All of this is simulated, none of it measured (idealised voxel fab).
The name of this process module is voxel self aligned vias.
Cross-section cut: width 200 nm, square cells of 5 nm.
If you're reading a cross-section in this doc, picture square cells in a grid; it comes to you as bands, top ones listed first down to the bottom, and a band can be one or more rows of cells. The entry gives the band's vertical extent as a top height and a bottom height in nm, then its horizontal make-up as materials from left to right, each with a width in nm. "empty" stands for empty space; a single material marked "all across" fills the band edge to edge. The reference from which all heights are counted is 0, the level beneath which the as-received wafer is entirely one material; the lowest band, having no lower bound, proceeds downward and is written after the example "from 0 down". Graded width ("30..40"): value in top row of band = first number; value in bottom row = second number; row-to-row change constant. Where the words "nothing was modified" appear for a step, the cross-section shows no cell changed by that step; every cell remained as before. The list in "Enclosed void inventory" covers empty spaces of 8 cells or more that cannot reach the top through any open way, and it gives each as width x height at distance; the distance is from the left edge, and width, height and distance are in nm. On a step's line, text after the settings is the simulator commenting on that step. For masked steps, "overlay nm" on the step line gives how far right of plan the mask actually lay; a minus sign means it lay to the left.

The planned process steps are enumerated hereunder:
1) RECEIVE [material Si]
2) CONFORMAL_DEP [material SiO2] [thk nm 10]
3) CONFORMAL_DEP [material SiCN] [thk nm 5]
4) DIRECTIONAL_DEP [material SiO2] [thk nm 20]
5) MASKED_ETCH [tone open] [mask id LINES] [width nm 30] [pitch nm 75] [etch materials SiO2] [depth nm 20] [overlay nm 0]
6) CONFORMAL_DEP [material TiN] [thk nm 5]
7) FILL_DEP [material Ru] [thk nm 5]
8) CMP [height nm 35]
9) SELECTIVE_ETCH [etch materials W Ru TiN] [depth nm 5]
10) FILL_DEP [material SiN] [thk nm 5]
11) CMP [height nm 35]
12) DIRECTIONAL_DEP [material SiO2] [thk nm 20]
13) MASKED_ETCH [tone open] [mask id VIAS] [width nm 50] [pitch nm 75] [etch materials SiO2] [depth nm 20] [overlay nm 0]
14) MASKED_ETCH [tone open] [mask id VIAS] [width nm 50] [pitch nm 75] [etch materials SiN] [depth nm 5] [overlay nm 0]
15) CONFORMAL_DEP [material TiN] [thk nm 5]
16) FILL_DEP [material W] [thk nm 5]
17) CMP [height nm 55]
18) CONFORMAL_DEP [material SiN] [thk nm 5]

Delivered wafer in cross-section: state after step 1:
- from 0 down = Si all across
- Enclosed void inventory: none

The first of the two wafers as seen in cross-section once the module was finished; processing followed the plan:
- from 60 to 55 = SiN all across
- from 55 to 40 = 35 of SiO2, 5 of TiN, 40 of W, 5 of TiN, 25 of SiO2, 5 of TiN, 40 of W, 5 of TiN, 40 of SiO2
- from 40 to 35 = 35 of SiO2, 15 of TiN, 20 of W, 15 of TiN, 25 of SiO2, 15 of TiN, 20 of W, 15 of TiN, 40 of SiO2
- from 35 to 30 = 45 of SiO2, 30 of TiN, 45 of SiO2, 30 of TiN, 50 of SiO2
- from 30 to 20 = 45 of SiO2, 5 of TiN, 20 of Ru, 5 of TiN, 45 of SiO2, 5 of TiN, 20 of Ru, 5 of TiN, 50 of SiO2
- from 20 to 15 = 45 of SiO2, 30 of TiN, 45 of SiO2, 30 of TiN, 50 of SiO2
- from 15 to 10 = SiCN all across
- from 10 to 0 = SiO2 all across
- from 0 down = Si all across
- Enclosed void inventory: none

The second wafer, shown in cross-section after the module: started the same way as the first and given the same plan, yet one mistake crept into how it was run:
- from 60 to 55 = SiN all across
- from 55 to 40 = 35 of SiO2, 5 of TiN, 40 of W, 5 of TiN, 25 of SiO2, 5 of TiN, 40 of W, 5 of TiN, 40 of SiO2
- from 40 to 35 = 35 of SiO2, 20 of TiN, 10 of W, 20 of TiN, 25 of SiO2, 20 of TiN, 10 of W, 20 of TiN, 40 of SiO2
- from 35 to 30 = 50 of SiO2, 20 of TiN, 55 of SiO2, 20 of TiN, 55 of SiO2
- from 30 to 20 = 50 of SiO2, 5 of TiN, 10 of Ru, 5 of TiN, 55 of SiO2, 5 of TiN, 10 of Ru, 5 of TiN, 55 of SiO2
- from 20 to 15 = 50 of SiO2, 20 of TiN, 55 of SiO2, 20 of TiN, 55 of SiO2
- from 15 to 10 = SiCN all across
- from 10 to 0 = SiO2 all across
- from 0 down = Si all across
- Enclosed void inventory: none
Finding, execution versus plan: step 5 did not happen as planned, as run it was MASKED_ETCH [tone open] [mask id LINES] [width nm 20] [pitch nm 75] [etch materials SiO2] [depth nm 20] [overlay nm 0]
Upon completion, the second wafer contains, in terms of cells, a greater or smaller amount of certain materials than the first wafer: Ru: 8 fewer, SiO2: 16 more, TiN: 4 fewer, W: 4 fewer
